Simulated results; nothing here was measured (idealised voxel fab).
Documented hereafter: the process module known as voxel wiring stack.
Cross-section cut: width 300 nm, square cells of 5 nm.
A cross-section is a grid of square cells, given in bands from the top down. A band is one or more rows of cells. In this notation a band is specified by the heights of its top and bottom, in that order and in nm, after which its materials appear from left to right, each paired with its width in nm. The word "full width" attached to a single material means that material fills the band from edge to edge; the word "air" stands for empty space. All heights in this document are referenced to 0, defined as the level beneath which the wafer, as received, consists entirely of one material. The lowest band is not bounded below; it extends indefinitely downward and is written in the form "0 -> down". Per-row width for "30->40": begins at first number (top row of band), ends at second number (bottom row), increment between rows held constant. Where the words "all unchanged" appear for a step, the cross-section shows no cell changed by that step; every cell remained as before. "Closed void catalog" means: voids of 8 cells or more that are shut off from the top with no open way through. Written width x height at distance, distance from the left edge, in nm. Read whatever lies past the settings on a step's line as the simulator's own remark about the step. For masked steps, "overlay nm" on the step line gives how far right of plan the mask actually lay; a minus sign means it lay to the left.
[This section lists the process steps that were planned]
| 1 | RECEIVE (material Si) |
| 2 | CONFORMAL_DEP (material SiO2; thk nm 10) |
| 3 | DIRECTIONAL_DEP (material TiN; thk nm 5) |
| 4 | DIRECTIONAL_DEP (material Ru; thk nm 15) |
| 5 | PATTERN (tone cover; mask id METAL_1; material resist; width nm 20; pitch nm 40; thk nm 15; overlay nm 0) |
| 6 | DIRECTIONAL_ETCH (etch materials Ru; depth nm 15) |
| 7 | DIRECTIONAL_ETCH (etch materials TiN; depth nm 5) |
| 8 | STRIP (etch materials resist) |
| 9 | CONFORMAL_DEP (material SiCN; thk nm 5) |
| 10 | FILL_DEP (material SiO2; thk nm 5) |
| 11 | CMP (height nm 30) |
| 12 | CONFORMAL_DEP (material SiCN; thk nm 5) |
| 13 | DIRECTIONAL_DEP (material SiO2; thk nm 15) |
| 14 | DIRECTIONAL_DEP (material aC; thk nm 15) |
| 15 | PATTERN (tone open; mask id PLUG_1; material resist; width nm 15; pitch nm 40; thk nm 30; overlay nm 0) |
| 16 | DIRECTIONAL_ETCH (etch materials aC; depth nm 15) |
| 17 | STRIP (etch materials resist) |
| 18 | DIRECTIONAL_ETCH (etch materials SiO2; depth nm 15) |
| 19 | DIRECTIONAL_ETCH (etch materials SiCN; depth nm 5) |
| 20 | STRIP (etch materials aC) |
| 21 | CONFORMAL_DEP (material TiN; thk nm 5) |
| 22 | FILL_DEP (material Cu; thk nm 5) |
| 23 | CMP (height nm 50) |
| 24 | CONFORMAL_DEP (material SiN; thk nm 5) |
| 25 | DIRECTIONAL_DEP (material lowk; thk nm 20) |
| 26 | DIRECTIONAL_DEP (material aC; thk nm 15) |
| 27 | PATTERN (tone open; mask id METAL_2; material resist; width nm 20; pitch nm 40; thk nm 30; overlay nm 0) |
| 28 | DIRECTIONAL_ETCH (etch materials aC; depth nm 15) |
| 29 | STRIP (etch materials resist) |
| 30 | DIRECTIONAL_ETCH (etch materials lowk; depth nm 20) |
| 31 | DIRECTIONAL_ETCH (etch materials SiN; depth nm 5) |
| 32 | STRIP (etch materials aC) |
| 33 | CONFORMAL_DEP (material TiN; thk nm 5) |
| 34 | FILL_DEP (material Cu; thk nm 5) |
| 35 | CMP (height nm 75) |
| 36 | CONFORMAL_DEP (material SiCN; thk nm 5) |
| 37 | DIRECTIONAL_DEP (material lowk; thk nm 30) |
| 38 | PATTERN (tone open; mask id METAL_3_HOLES; material resist; width nm 15; thk nm 20; overlay nm 0) |
| 39 | DIRECTIONAL_ETCH (etch materials lowk; depth nm 30) |
| 40 | STRIP (etch materials resist) |
| 41 | MASKED_ETCH (tone open; mask id METAL_3; width nm 20; pitch nm 40; etch materials lowk; depth nm 15; overlay nm 0) |
| 42 | MASKED_ETCH (tone open; mask id METAL_3; width nm 20; pitch nm 40; etch materials SiCN; depth nm 5; overlay nm 0) |
| 43 | CONFORMAL_DEP (material TiN; thk nm 5) |
| 44 | FILL_DEP (material Ru; thk nm 5) |
| 45 | CMP (height nm 110) |
| 46 | CONFORMAL_DEP (material SiN; thk nm 5) |
[Cross-section: wafer on arrival = after step 1]
- 0 -> down  Si full width
- Closed void catalog: none
[Starting structure and process plan are as shown above, but one mistake was made in running the module; the wafer cross-section at the end of the module follows]
- 115 -> 110  SiN full width
- 110 -> 105  SiCN=120 | TiN=20 | SiCN=20 | TiN=20 | SiCN=120
- 105 -> 75  lowk full width
- 75 -> 55  lowk=120 | TiN=5 | Cu=10 | TiN=5 | lowk=20 | TiN=5 | Cu=10 | TiN=5 | lowk=120
- 55 -> 50  SiN=120 | TiN=20 | SiN=20 | TiN=20 | SiN=120
- 50 -> 35  SiO2=120 | TiN=5 | Cu=5 | TiN=5 | SiO2=25 | TiN=5 | Cu=5 | TiN=5 | SiO2=125
- 35 -> 30  SiCN=120 | TiN=15 | SiCN=25 | TiN=15 | SiCN=125
- 30 -> 15  SiO2=115 | SiCN=5 | Ru=20 | SiCN=5 | SiO2=10 | SiCN=5 | Ru=20 | SiCN=5 | SiO2=115
- 15 -> 10  SiCN=120 | TiN=20 | SiCN=20 | TiN=20 | SiCN=120
- 10 -> 0  SiO2 full width
- 0 -> down  Si full width
- Closed void catalog: none
Which mistake was made when the wafer was run? steps 36 and 37 were swapped
